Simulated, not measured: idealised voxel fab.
Module name: voxel self aligned contacts (process module)
The figure presents cross-section cut, which has a width of 205 nm and is divided into square cells with an edge length of 5 nm.
Throughout this document, each cross-section is represented as a grid of square cells and is presented as a sequence of bands enumerated from the top downward, where a band comprises one or more rows of cells.
Each band's line starts with the height of the band's top and of its bottom, in nm. Then come its materials from left to right, each with its width in nm. One material with "edge to edge" fills the band from edge to edge. "empty" is empty space.
Height 0 is the level under which the wafer as received is all one material. The lowest band goes on downwards, as in "from 0 down".
A two-number width, for instance "30->40", indicates that the width is equal to the first number in the top row of the band and to the second number in the bottom row, and that it changes by a constant amount per row of cells.
It should be understood that the words "nothing altered", when stated for a given step, signify that the cross-section underwent no change in any of its cells during that step.
Heads up: "Closed void catalog" only lists the empty pockets with no open path to the top that are 8 cells or more, and it writes them as width x height at distance, distance from the left edge, in nm.
It should be noted that, on the line of a given step, the content following the step's settings is a remark produced by the simulator itself with respect to that step.
overlay nm: on a step with a mask, how far right of its planned place the mask lay; negative means left.
Listed below are the process steps as planned
1. RECEIVE,material Si
2. CONFORMAL_DEP,material SiO2,thk nm 5
3. DIRECTIONAL_DEP,material polySi,thk nm 30
4. DIRECTIONAL_DEP,material SiN,thk nm 20
5. PATTERN,tone cover,mask id GATE,material resist,width nm 30,pitch nm 60,thk nm 20,overlay nm 0
6. DIRECTIONAL_ETCH,etch materials SiN,depth nm 20
7. DIRECTIONAL_ETCH,etch materials polySi,depth nm 30
8. STRIP,etch materials resist
9. CONFORMAL_DEP,material SiN,thk nm 5
10. DIRECTIONAL_ETCH,etch materials SiN,depth nm 5
11. FILL_DEP,material SiO2,thk nm 15
12. CMP,height nm 60
13. PATTERN,tone open,mask id CONTACT,material resist,width nm 40,thk nm 15,overlay nm 0
14. DIRECTIONAL_ETCH,etch materials SiO2,depth nm 60
15. STRIP,etch materials resist
16. CONFORMAL_DEP,material TiN,thk nm 5
17. FILL_DEP,material W,thk nm 10
18. CMP,height nm 60
19. CONFORMAL_DEP,material SiN,thk nm 5
As received, after step 1
    from 0 down | Si edge to edge
    Closed void catalog: none
First wafer of two, sectioned at end of module; run went per plan
    from 65 to 60 | SiN edge to edge
    from 60 to 55 | SiO2: 80 / TiN: 15 / W: 10 / TiN: 15 / SiO2: 85
    from 55 to 35 | SiO2: 50 / SiN: 40 / TiN: 5 / W: 10 / TiN: 5 / SiN: 40 / SiO2: 55
    from 35 to 5 | SiO2: 50 / SiN: 5 / polySi: 30 / SiN: 5 / TiN: 5 / W: 10 / TiN: 5 / SiN: 5 / polySi: 30 / SiN: 5 / SiO2: 55
    from 5 to 0 | SiO2: 90 / TiN: 20 / SiO2: 95
    from 0 down | Si edge to edge
    Closed void catalog: none
Wafer two, end of module, cross-section. Same start, same plan as wafer one. One mistake in the run
    from 65 to 60 | SiN edge to edge
    from 60 to 55 | SiO2: 80 / TiN: 25 / W: 10 / TiN: 5 / SiO2: 85
    from 55 to 35 | SiO2: 60 / SiN: 40 / TiN: 5 / W: 10 / TiN: 5 / SiN: 40 / SiO2: 45
    from 35 to 5 | SiO2: 60 / SiN: 5 / polySi: 30 / SiN: 5 / TiN: 5 / W: 10 / TiN: 5 / SiN: 5 / polySi: 30 / SiN: 5 / SiO2: 45
    from 5 to 0 | SiO2: 100 / TiN: 20 / SiO2: 85
    from 0 down | Si edge to edge
    Closed void catalog: none
What was the processing mistake? it should be noted that step 5 was executed with settings other than those planned, the operation and settings actually applied being PATTERN,tone cover,mask id GATE,material resist,width nm 30,pitch nm 60,thk nm 20,overlay nm 10
At the end, the second wafer has the same number of cells of each material as the first, but those cells sit in other places.
